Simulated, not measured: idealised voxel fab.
Process module under the name voxel tone inversion
Cross-section cut: width 250 nm, square cells of 5 nm.
Each cross-section below is a grid of square cells, stated as bands in top-down order, with one or more rows of cells making up each band. Quick guide to a band line: top height, bottom height (nm) up front; then every material left to right with its width in nm. Only one material and it's marked "throughout"? Then it fills the band edge to edge. And "blank" just means empty space. Heads up on the height convention: 0 is the point under which the incoming wafer is all one material, and the lowest band has no bottom, it just keeps going down, like "0 down". Width spec "30..40" -> top row of cells at first value, bottom row at second value, equal per-row change in between. What does "changes: none" mean for a step? It means no cell of the cross-section changed in that step. "Fully enclosed voids" lists enclosed empty spaces (at least 8 cells, no open path upward to the top), each as width x height at distance from the left edge, in nm. On each step's line, the part that comes after the settings is the simulator's own comment on the step. "overlay nm", when on a step's line for a step with a mask, measures how far to the right of its planned place the mask lay; a negative measure means to the left.
SET OUT BELOW ARE THE PLANNED STEPS OF THE PROCESS
1,RECEIVE [material Si]
2,CONFORMAL_DEP [material SiN] [thk nm 5]
3,DIRECTIONAL_DEP [material polySi] [thk nm 25]
4,PATTERN [tone cover] [mask id POSTS] [material resist] [width nm 20] [pitch nm 35] [thk nm 30] [overlay nm 0]
5,DIRECTIONAL_ETCH [etch materials polySi] [depth nm 25]
6,STRIP [etch materials resist]
7,FILL_DEP [material SiO2] [thk nm 5]
8,CMP [height nm 30]
9,STRIP [etch materials polySi]
SO THIS IS THE INCOMING WAFER IN CROSS-SECTION - IT'S ALREADY BEEN THROUGH STEP 1
* 0 down  Si throughout
* Fully enclosed voids: none
CROSS-SECTION AT MODULE END, ONE RUN ERROR; START AND PLAN UNCHANGED FROM ABOVE
* 30 to 5  SiO2 throughout
* 5 to 0  SiN throughout
* 0 down  Si throughout
* Fully enclosed voids: none
What was the processing mistake? step 3 off recipe, ran as DIRECTIONAL_DEP [material SiO2] [thk nm 25]
